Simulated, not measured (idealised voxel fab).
process module | voxel released beams
cross-section cut | 225 nm wide | cells 5 nm
A cross-section is a grid of square cells, given in bands from the top down. A band is one or more rows of cells.
Each band's line starts with the height of the band's top and of its bottom, in nm. Then come its materials from left to right, each with its width in nm. One material with "throughout" fills the band from edge to edge. "air" is empty space.
Height 0 is the level under which the wafer as received is all one material. The lowest band goes on downwards, as in "0 down".
A width such as "30 to 40" changes by the same amount from each row of cells to the next, from the band's top row to its bottom row.
"no change" after a step means that no cell of the cross-section changed.
closed voids: empty space of 8 cells or more with no open way to the top, each as width x height at its distance from the left edge, in nm
after a step's settings: what the simulator itself notes on the step
overlay nm, on a step with a mask: how far to the right of its planned place the mask lay; to the left if negative
plan
1 op RECEIVE | material Si
2 op CONFORMAL_DEP | material SiN | thk nm 5
3 op DIRECTIONAL_DEP | material SiO2 | thk nm 10
4 op DIRECTIONAL_DEP | material aC | thk nm 15
5 op PATTERN | tone open | mask id ANCHOR | material resist | width nm 45 | thk nm 35 | overlay nm 0
6 op DIRECTIONAL_ETCH | etch materials aC | depth nm 15
7 op STRIP | etch materials resist
8 op DIRECTIONAL_ETCH | etch materials SiO2 | depth nm 10
9 op STRIP | etch materials aC
10 op CONFORMAL_DEP | material TiN | thk nm 15
11 op PATTERN | tone cover | mask id BEAM | material resist | width nm 90 | thk nm 20 | overlay nm 0
12 op DIRECTIONAL_ETCH | etch materials TiN | depth nm 15
13 op STRIP | etch materials resist
14 op STRIP | etch materials SiO2
as received, after step 1
  0 down: Si throughout
  closed voids: none
a wafer at the end: this start, this plan, one mistake
  30 to 15: air 65 | TiN 90 | air 70
  15 to 0: SiN throughout
  0 down: Si throughout
  closed voids: none
what went wrong: step 3 ran as: op DIRECTIONAL_DEP | material SiN | thk nm 10
